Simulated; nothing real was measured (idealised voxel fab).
process module | voxel spacer lines
Section shown: cut. Width: 160 nm. Cell size: 5 nm, square.
When this document writes out a cross-section, it uses a grid of square cells and lists it as bands, beginning at the top and moving down, with a band standing for one or more rows of cells. This entry defines a band. It first specifies the height of the band's top and the height of its bottom in nm, and then specifies the band's materials from left to right, stating each material with its width in nm. The word "throughout" identifies a single material that fills the band from edge to edge, while the word "empty" identifies empty space. Beneath 0, the wafer as received is one material, and that level is where height counting begins. The lowest band goes on downward without a bottom; it is written like "top 0, no bottom". When a width is written as two numbers, as in "30..40", the first number is the width in the top row of cells of the band and the second is the width in its bottom row, and the width changes by the same amount from each row to the next. Reading "identical to before" for a step: not a cell of the cross-section changed in it. Entry "Closed void table". Content: empty spaces with no open connection to the top, size 8 cells or greater. Each: width x height at distance. Distance: from left edge. Unit: nm. Formally, on a step line, whatever follows the settings is a remark that the simulator itself makes on the step. For masked steps, "overlay nm" on the step line gives how far right of plan the mask actually lay; a minus sign means it lay to the left.
Process steps - plan
1: RECEIVE [material Si]
2: CONFORMAL_DEP [material Al2O3] [thk nm 5]
3: DIRECTIONAL_DEP [material W] [thk nm 15]
4: DIRECTIONAL_DEP [material aC] [thk nm 20]
5: PATTERN [tone cover] [mask id MANDREL] [material resist] [width nm 20] [pitch nm 60] [thk nm 25] [overlay nm 0]
6: DIRECTIONAL_ETCH [etch materials aC] [depth nm 20]
7: STRIP [etch materials resist]
8: CONFORMAL_DEP [material SiO2] [thk nm 10]
9: DIRECTIONAL_ETCH [etch materials SiO2] [depth nm 10]
10: STRIP [etch materials aC]
11: DIRECTIONAL_ETCH [etch materials W] [depth nm 15]
12: STRIP [etch materials SiO2]
Wafer at receipt (post step 1), cross-section
    top 0, no bottom | Si throughout
    Closed void table: none
Wafer cross-section at module end: first of two, run to plan
    top 20, bottom 5 | empty=30 / W=10 / empty=20 / W=10 / empty=20 / W=10 / empty=20 / W=10 / empty=30
    top 5, bottom 0 | Al2O3 throughout
    top 0, no bottom | Si throughout
    Closed void table: none
Here is the second of the two wafers cut open at the end of the module - same start, same plan as the first one, but we made one mistake running it
    top 25, bottom 5 | aC throughout
    top 5, bottom 0 | Al2O3 throughout
    top 0, no bottom | Si throughout
    Closed void table: none
The mistake made against the process plan was this: order of steps 3 and 4 inverted relative to the plan
Final cells, second wafer relative to first, materials higher or lower: W: 24 fewer | aC: 128 more
